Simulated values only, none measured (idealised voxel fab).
voxel capacitor over wiring: a process module
Square cell edge 5 nm, section width 260 nm, ID cut.
When this document writes out a cross-section, it uses a grid of square cells and lists it as bands, beginning at the top and moving down, with a band standing for one or more rows of cells.
Each band's line starts with the height of the band's top and of its bottom, in nm. Then come its materials from left to right, each with its width in nm. One material with "throughout" fills the band from edge to edge. "air" is empty space.
Counting heights begins at 0, where everything beneath is, in the wafer as received, one material. The lowest band has no bottom; it goes on downwards, as "0 and below" shows.
Top row gets the first number, bottom row gets the second, and each row in between changes by the same step: that is how a band width like "30 to 40" works.
Step note "remains unaltered" = no cross-section cell changed.
"Voids, enclosed": empty spaces of 8 cells or more with no open way to the top, each given as width x height at distance, distance from the left edge, all in nm.
Past the settings on a step's line: simulator remark, on that step.
Steps that use a mask can have "overlay nm" on their line. It says how far the mask sat to the right of where it was meant to be. Negative means to the left.
So here's the lineup of process steps we planned:
1: op RECEIVE | material Si
2: op CONFORMAL_DEP | material SiO2 | thk nm 15
3: op DIRECTIONAL_DEP | material TiN | thk nm 5
4: op DIRECTIONAL_DEP | material W | thk nm 25
5: op DIRECTIONAL_DEP | material aC | thk nm 10
6: op PATTERN | tone cover | mask id METAL_1 | material resist | width nm 20 | pitch nm 85 | thk nm 25 | overlay nm 0
7: op DIRECTIONAL_ETCH | etch materials aC | depth nm 10
8: op STRIP | etch materials resist
9: op DIRECTIONAL_ETCH | etch materials W | depth nm 25
10: op DIRECTIONAL_ETCH | etch materials TiN | depth nm 5
11: op STRIP | etch materials aC
12: op CONFORMAL_DEP | material SiN | thk nm 5
13: op FILL_DEP | material SiO2 | thk nm 5
14: op CMP | height nm 45
15: op CONFORMAL_DEP | material SiCN | thk nm 5
16: op DIRECTIONAL_DEP | material lowk | thk nm 10
17: op MASKED_ETCH | tone open | mask id PLUG_1 | width nm 15 | etch materials lowk | depth nm 10 | overlay nm 0
18: op MASKED_ETCH | tone open | mask id PLUG_1 | width nm 15 | etch materials SiCN | depth nm 5 | overlay nm 0
19: op CONFORMAL_DEP | material TiN | thk nm 5
20: op FILL_DEP | material Cu | thk nm 10
21: op CMP | height nm 60
22: op DIRECTIONAL_DEP | material TiN | thk nm 10
23: op DIRECTIONAL_DEP | material HfO2 | thk nm 5
24: op DIRECTIONAL_DEP | material TiN | thk nm 5
25: op DIRECTIONAL_DEP | material aC | thk nm 15
26: op PATTERN | tone cover | mask id UPPER_PLATE | material resist | width nm 70 | thk nm 35 | overlay nm 0
27: op DIRECTIONAL_ETCH | etch materials aC | depth nm 15
28: op STRIP | etch materials resist
29: op DIRECTIONAL_ETCH | etch materials TiN | depth nm 5
30: op DIRECTIONAL_ETCH | etch materials HfO2 | depth nm 5
31: op STRIP | etch materials aC
32: op MASKED_ETCH | tone cover | mask id LOWER_PLATE | width nm 80 | etch materials TiN | depth nm 10 | overlay nm 0
33: op FILL_DEP | material SiO2 | thk nm 20
34: op CMP | height nm 95
35: op PATTERN | tone open | mask id PLUG_2 | material resist | width nm 15 | thk nm 15 | overlay nm 0
36: op DIRECTIONAL_ETCH | etch materials SiO2 | depth nm 15
37: op STRIP | etch materials resist
38: op CONFORMAL_DEP | material TiN | thk nm 5
39: op FILL_DEP | material Cu | thk nm 5
40: op CMP | height nm 95
41: op CONFORMAL_DEP | material SiN | thk nm 5
First of two wafers, processed according to plan:
Wafer at receipt (post step 1), cross-section:
    0 and below  Si throughout
    Voids, enclosed: none
The wafer in cross-section once step 2 is complete:
    15 down to 0  SiO2 throughout
    For the remainder of the cross-section, below 0, there is no change.
The wafer in cross-section once step 3 is complete:
    20 down to 15  TiN throughout
    For the remainder of the cross-section, below 15, there is no change.
The wafer in cross-section once step 4 is complete:
    45 down to 20  W throughout
    For the remainder of the cross-section, below 20, there is no change.
The wafer in cross-section once step 5 is complete:
    55 down to 45  aC throughout
    For the remainder of the cross-section, below 45, there is no change.
The wafer in cross-section once step 6 is complete:
    80 down to 55  air 75 nm | resist 20 nm | air 65 nm | resist 20 nm | air 80 nm
    For the remainder of the cross-section, below 55, there is no change.
The wafer in cross-section once step 7 is complete:
    70 down to 55  air 75 nm | resist 20 nm | air 65 nm | resist 20 nm | air 80 nm
    55 down to 45  air 75 nm | aC 20 nm | air 65 nm | aC 20 nm | air 80 nm
    For the remainder of the cross-section, below 45, there is no change.
The wafer in cross-section once step 8 is complete:
    55 down to 45  air 75 nm | aC 20 nm | air 65 nm | aC 20 nm | air 80 nm
    For the remainder of the cross-section, below 45, there is no change.
The wafer in cross-section once step 9 is complete:
    55 down to 45  air 75 nm | aC 20 nm | air 65 nm | aC 20 nm | air 80 nm
    45 down to 20  air 75 nm | W 20 nm | air 65 nm | W 20 nm | air 80 nm
    For the remainder of the cross-section, below 20, there is no change.
The wafer in cross-section once step 10 is complete:
    55 down to 45  air 75 nm | aC 20 nm | air 65 nm | aC 20 nm | air 80 nm
    45 down to 20  air 75 nm | W 20 nm | air 65 nm | W 20 nm | air 80 nm
    20 down to 15  air 75 nm | TiN 20 nm | air 65 nm | TiN 20 nm | air 80 nm
    For the remainder of the cross-section, below 15, there is no change.
The wafer in cross-section once step 11 is complete:
    45 down to 20  air 75 nm | W 20 nm | air 65 nm | W 20 nm | air 80 nm
    For the remainder of the cross-section, below 20, there is no change.
The wafer in cross-section once step 12 is complete:
    50 down to 45  air 70 nm | SiN 30 nm | air 55 nm | SiN 30 nm | air 75 nm
    45 down to 20  air 70 nm | SiN 5 nm | W 20 nm | SiN 5 nm | air 55 nm | SiN 5 nm | W 20 nm | SiN 5 nm | air 75 nm
    20 down to 15  SiN 75 nm | TiN 20 nm | SiN 65 nm | TiN 20 nm | SiN 80 nm
    For the remainder of the cross-section, below 15, there is no change.
The wafer in cross-section once step 13 is complete:
    55 down to 50  SiO2 throughout
    50 down to 45  SiO2 70 nm | SiN 30 nm | SiO2 55 nm | SiN 30 nm | SiO2 75 nm
    45 down to 20  SiO2 70 nm | SiN 5 nm | W 20 nm | SiN 5 nm | SiO2 55 nm | SiN 5 nm | W 20 nm | SiN 5 nm | SiO2 75 nm
    For the remainder of the cross-section, below 20, there is no change.
The wafer in cross-section once step 14 is complete:
    45 down to 20  SiO2 70 nm | SiN 5 nm | W 20 nm | SiN 5 nm | SiO2 55 nm | SiN 5 nm | W 20 nm | SiN 5 nm | SiO2 75 nm
    For the remainder of the cross-section, below 20, there is no change.
The wafer in cross-section once step 15 is complete:
    50 down to 45  SiCN throughout
    For the remainder of the cross-section, below 45, there is no change.
The wafer in cross-section once step 16 is complete:
    60 down to 50  lowk throughout
    For the remainder of the cross-section, below 50, there is no change.
The wafer in cross-section once step 17 is complete:
    60 down to 50  lowk 80 nm | air 15 nm | lowk 165 nm
    For the remainder of the cross-section, below 50, there is no change.
The wafer in cross-section once step 18 is complete:
    60 down to 50  lowk 80 nm | air 15 nm | lowk 165 nm
    50 down to 45  SiCN 80 nm | air 15 nm | SiCN 165 nm
    For the remainder of the cross-section, below 45, there is no change.
The wafer in cross-section once step 19 is complete:
    65 down to 60  TiN 85 nm | air 5 nm | TiN 170 nm
    60 down to 50  lowk 80 nm | TiN 5 nm | air 5 nm | TiN 5 nm | lowk 165 nm
    50 down to 45  SiCN 80 nm | TiN 15 nm | SiCN 165 nm
    For the remainder of the cross-section, below 45, there is no change.
The wafer in cross-section once step 20 is complete:
    75 down to 65  Cu throughout
    65 down to 60  TiN 85 nm | Cu 5 nm | TiN 170 nm
    60 down to 50  lowk 80 nm | TiN 5 nm | Cu 5 nm | TiN 5 nm | lowk 165 nm
    For the remainder of the cross-section, below 50, there is no change.
The wafer in cross-section once step 21 is complete:
    60 down to 50  lowk 80 nm | TiN 5 nm | Cu 5 nm | TiN 5 nm | lowk 165 nm
    For the remainder of the cross-section, below 50, there is no change.
The wafer in cross-section once step 22 is complete:
    70 down to 60  TiN throughout
    For the remainder of the cross-section, below 60, there is no change.
The wafer in cross-section once step 23 is complete:
    75 down to 70  HfO2 throughout
    For the remainder of the cross-section, below 70, there is no change.
The wafer in cross-section once step 24 is complete:
    80 down to 75  TiN throughout
    For the remainder of the cross-section, below 75, there is no change.
The wafer in cross-section once step 25 is complete:
    95 down to 80  aC throughout
    For the remainder of the cross-section, below 80, there is no change.
The wafer in cross-section once step 26 is complete:
    130 down to 95  air 80 nm | resist 70 nm | air 110 nm
    For the remainder of the cross-section, below 95, there is no change.
The wafer in cross-section once step 27 is complete:
    115 down to 95  air 80 nm | resist 70 nm | air 110 nm
    95 down to 80  air 80 nm | aC 70 nm | air 110 nm
    For the remainder of the cross-section, below 80, there is no change.
The wafer in cross-section once step 28 is complete:
    95 down to 80  air 80 nm | aC 70 nm | air 110 nm
    For the remainder of the cross-section, below 80, there is no change.
The wafer in cross-section once step 29 is complete:
    95 down to 80  air 80 nm | aC 70 nm | air 110 nm
    80 down to 75  air 80 nm | TiN 70 nm | air 110 nm
    For the remainder of the cross-section, below 75, there is no change.
The wafer in cross-section once step 30 is complete:
    95 down to 80  air 80 nm | aC 70 nm | air 110 nm
    80 down to 75  air 80 nm | TiN 70 nm | air 110 nm
    75 down to 70  air 80 nm | HfO2 70 nm | air 110 nm
    For the remainder of the cross-section, below 70, there is no change.
The wafer in cross-section once step 31 is complete:
    80 down to 75  air 80 nm | TiN 70 nm | air 110 nm
    For the remainder of the cross-section, below 75, there is no change.
The wafer in cross-section once step 32 is complete:
    80 down to 75  air 80 nm | TiN 70 nm | air 110 nm
    75 down to 70  air 80 nm | HfO2 70 nm | air 110 nm
    70 down to 60  air 75 nm | TiN 80 nm | air 105 nm
    For the remainder of the cross-section, below 60, there is no change.
The wafer in cross-section once step 33 is complete:
    100 down to 80  SiO2 throughout
    80 down to 75  SiO2 80 nm | TiN 70 nm | SiO2 110 nm
    75 down to 70  SiO2 80 nm | HfO2 70 nm | SiO2 110 nm
    70 down to 60  SiO2 75 nm | TiN 80 nm | SiO2 105 nm
    For the remainder of the cross-section, below 60, there is no change.
The wafer in cross-section once step 34 is complete:
    95 down to 80  SiO2 throughout
    For the remainder of the cross-section, below 80, there is no change.
The wafer in cross-section once step 35 is complete:
    110 down to 95  resist 90 nm | air 15 nm | resist 155 nm
    For the remainder of the cross-section, below 95, there is no change.
The wafer in cross-section once step 36 is complete:
    110 down to 95  resist 90 nm | air 15 nm | resist 155 nm
    95 down to 80  SiO2 90 nm | air 15 nm | SiO2 155 nm
    For the remainder of the cross-section, below 80, there is no change.
The wafer in cross-section once step 37 is complete:
    95 down to 80  SiO2 90 nm | air 15 nm | SiO2 155 nm
    For the remainder of the cross-section, below 80, there is no change.
The wafer in cross-section once step 38 is complete:
    100 down to 95  TiN 95 nm | air 5 nm | TiN 160 nm
    95 down to 85  SiO2 90 nm | TiN 5 nm | air 5 nm | TiN 5 nm | SiO2 155 nm
    85 down to 75  SiO2 90 to 80 nm | TiN 15 to 70 nm | SiO2 155 to 110 nm
    For the remainder of the cross-section, below 75, there is no change.
The wafer in cross-section once step 39 is complete:
    105 down to 100  Cu throughout
    100 down to 95  TiN 95 nm | Cu 5 nm | TiN 160 nm
    95 down to 85  SiO2 90 nm | TiN 5 nm | Cu 5 nm | TiN 5 nm | SiO2 155 nm
    For the remainder of the cross-section, below 85, there is no change.
The wafer in cross-section once step 40 is complete:
    95 down to 85  SiO2 90 nm | TiN 5 nm | Cu 5 nm | TiN 5 nm | SiO2 155 nm
    For the remainder of the cross-section, below 85, there is no change.
The wafer in cross-section once step 41 is complete:
    100 down to 95  SiN throughout
    For the remainder of the cross-section, below 95, there is no change.
It is to be noted that the second wafer proceeded from the same initial state and according to the same plan as the first, although one mistake was committed in its execution; through step 31, inclusive, the two wafers share an identical history:
Planned end of step 32: second wafer, cross-section:
    80 down to 75  air 80 nm | TiN 70 nm | air 110 nm
    75 down to 70  air 80 nm | HfO2 70 nm | air 110 nm
    70 down to 60  air 75 nm | TiN 85 nm | air 100 nm
    For the remainder of the cross-section, below 60, there is no change.
Planned end of step 33: second wafer, cross-section:
    100 down to 80  SiO2 throughout
    80 down to 75  SiO2 80 nm | TiN 70 nm | SiO2 110 nm
    75 down to 70  SiO2 80 nm | HfO2 70 nm | SiO2 110 nm
    70 down to 60  SiO2 75 nm | TiN 85 nm | SiO2 100 nm
    For the remainder of the cross-section, below 60, there is no change.
Planned end of step 34: second wafer, cross-section:
    95 down to 80  SiO2 throughout
    For the remainder of the cross-section, below 80, there is no change.
Planned end of step 35: second wafer, cross-section:
    110 down to 95  resist 90 nm | air 15 nm | resist 155 nm
    For the remainder of the cross-section, below 95, there is no change.
Planned end of step 36: second wafer, cross-section:
    110 down to 95  resist 90 nm | air 15 nm | resist 155 nm
    95 down to 80  SiO2 90 nm | air 15 nm | SiO2 155 nm
    For the remainder of the cross-section, below 80, there is no change.
Planned end of step 37: second wafer, cross-section:
    95 down to 80  SiO2 90 nm | air 15 nm | SiO2 155 nm
    For the remainder of the cross-section, below 80, there is no change.
Planned end of step 38: second wafer, cross-section:
    100 down to 95  TiN 95 nm | air 5 nm | TiN 160 nm
    95 down to 85  SiO2 90 nm | TiN 5 nm | air 5 nm | TiN 5 nm | SiO2 155 nm
    85 down to 75  SiO2 90 to 80 nm | TiN 15 to 70 nm | SiO2 155 to 110 nm
    For the remainder of the cross-section, below 75, there is no change.
Planned end of step 39: second wafer, cross-section:
    105 down to 100  Cu throughout
    100 down to 95  TiN 95 nm | Cu 5 nm | TiN 160 nm
    95 down to 85  SiO2 90 nm | TiN 5 nm | Cu 5 nm | TiN 5 nm | SiO2 155 nm
    For the remainder of the cross-section, below 85, there is no change.
Planned end of step 40: second wafer, cross-section:
    95 down to 85  SiO2 90 nm | TiN 5 nm | Cu 5 nm | TiN 5 nm | SiO2 155 nm
    For the remainder of the cross-section, below 85, there is no change.
Planned end of step 41: second wafer, cross-section:
    100 down to 95  SiN throughout
    For the remainder of the cross-section, below 95, there is no change.
The plan and the run diverged here: step 32 ran as: op MASKED_ETCH | tone cover | mask id LOWER_PLATE | width nm 85 | etch materials TiN | depth nm 10 | overlay nm 0
End of process, cell counts, second wafer against first, materials with more or fewer: 2 fewer of SiO2, 2 more of TiN
